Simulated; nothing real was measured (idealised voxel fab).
Process module in this document: voxel air gaps
Shown is cross-section cut, with a width of 215 nm and square cells of size 5 nm.
The cross-sections in this document take the form of a grid made of square cells. They are written out as bands, in order from top to bottom. Each band consists of one or more rows of cells.
Basically the band line says how high the top is and how high the bottom is, in nm, and then what's in it from left to right, every material with its width in nm. Empty space shows up as "empty", and if a single material carries "throughout" it runs the full band edge to edge.
Ref level 0: as-received wafer is one material below here. Bottom band extends down with no lower bound ("0 and below").
Width "30..40": first value at the band's top row of cells, second value at its bottom row, equal change from row to row.
Given "nothing altered" for a step, no cell of the cross-section differs between before and after that step.
Empty spaces without an open route to the top, at least 8 cells in extent, make up the entry "Enclosed empty spaces"; each is given as width x height at distance, where the distance is measured from the left edge, and all are in nm.
It should be noted that, on the line of a given step, the content following the step's settings is a remark produced by the simulator itself with respect to that step.
For masked steps, "overlay nm" on the step line gives how far right of plan the mask actually lay; a minus sign means it lay to the left.
Steps in the process plan
1,RECEIVE | material Si
2,CONFORMAL_DEP | material SiO2 | thk nm 10
3,CONFORMAL_DEP | material SiN | thk nm 5
4,DIRECTIONAL_DEP | material SiO2 | thk nm 35
5,DIRECTIONAL_DEP | material aC | thk nm 10
6,PATTERN | tone open | mask id LINES | material resist | width nm 25 | pitch nm 55 | thk nm 25 | overlay nm 0
7,DIRECTIONAL_ETCH | etch materials aC | depth nm 10
8,STRIP | etch materials resist
9,DIRECTIONAL_ETCH | etch materials SiO2 | depth nm 35
10,STRIP | etch materials aC
11,CONFORMAL_DEP | material TiN | thk nm 5
12,FILL_DEP | material Cu | thk nm 5
13,CMP | height nm 50
14,EPI | material Ru | thk nm 10
15,SELECTIVE_ETCH | etch materials SiO2 | depth nm 45
16,CONFORMAL_DEP | material SiCN | thk nm 5
Cross-section of the incoming wafer, state after step 1
  0 and below: Si throughout
  Enclosed empty spaces: none
First wafer of two, sectioned at end of module; run went per plan
  65 down to 60: 25 nm empty / 165 nm SiCN / 25 nm empty
  60 down to 50: 25 nm empty / 5 nm SiCN / 45 nm Ru / 10 nm SiCN / 45 nm Ru / 10 nm SiCN / 45 nm Ru / 5 nm SiCN / 25 nm empty
  50 down to 45: 25 nm empty / 15 nm SiCN / 5 nm TiN / 15 nm Cu / 5 nm TiN / 30 nm SiCN / 5 nm TiN / 15 nm Cu / 5 nm TiN / 30 nm SiCN / 5 nm TiN / 15 nm Cu / 5 nm TiN / 15 nm SiCN / 25 nm empty
  45 down to 20: 35 nm empty / 5 nm SiCN / 5 nm TiN / 15 nm Cu / 5 nm TiN / 5 nm SiCN / 20 nm empty / 5 nm SiCN / 5 nm TiN / 15 nm Cu / 5 nm TiN / 5 nm SiCN / 20 nm empty / 5 nm SiCN / 5 nm TiN / 15 nm Cu / 5 nm TiN / 5 nm SiCN / 35 nm empty
  20 down to 15: 40 nm SiCN / 25 nm TiN / 30 nm SiCN / 25 nm TiN / 30 nm SiCN / 25 nm TiN / 40 nm SiCN
  15 down to 10: SiN throughout
  10 down to 0: SiO2 throughout
  0 and below: Si throughout
  Enclosed empty spaces: 20 x 25 at 70; 20 x 25 at 125
Cross-section, second wafer: same start as the first, same plan as the first, one mistake in running it; taken at the end of the module
  65 down to 60: 25 nm empty / 165 nm SiCN / 25 nm empty
  60 down to 50: 25 nm empty / 5 nm SiCN / 45 nm Ru / 10 nm SiCN / 45 nm Ru / 10 nm SiCN / 45 nm Ru / 5 nm SiCN / 25 nm empty
  50 down to 20: 25 nm empty / 5 nm SiCN / 10 nm Ru / 5 nm TiN / 15 nm Cu / 5 nm TiN / 10 nm Ru / 10 nm SiCN / 10 nm Ru / 5 nm TiN / 15 nm Cu / 5 nm TiN / 10 nm Ru / 10 nm SiCN / 10 nm Ru / 5 nm TiN / 15 nm Cu / 5 nm TiN / 10 nm Ru / 5 nm SiCN / 25 nm empty
  20 down to 15: 30 nm SiCN / 10 nm Ru / 25 nm TiN / 10 nm Ru / 10 nm SiCN / 10 nm Ru / 25 nm TiN / 10 nm Ru / 10 nm SiCN / 10 nm Ru / 25 nm TiN / 10 nm Ru / 30 nm SiCN
  15 down to 10: SiN throughout
  10 down to 0: SiO2 throughout
  0 and below: Si throughout
  Enclosed empty spaces: none
The mistake made against the process plan was this: note: step 14 <-> step 15, run order reversed vs plan
In the final state, the cell counts of the second wafer exceed or fall short of those of the first for the following materials: +84 Ru | -24 SiCN
Long story short, the first wafer ends with 2 closed voids and the second one with 0.
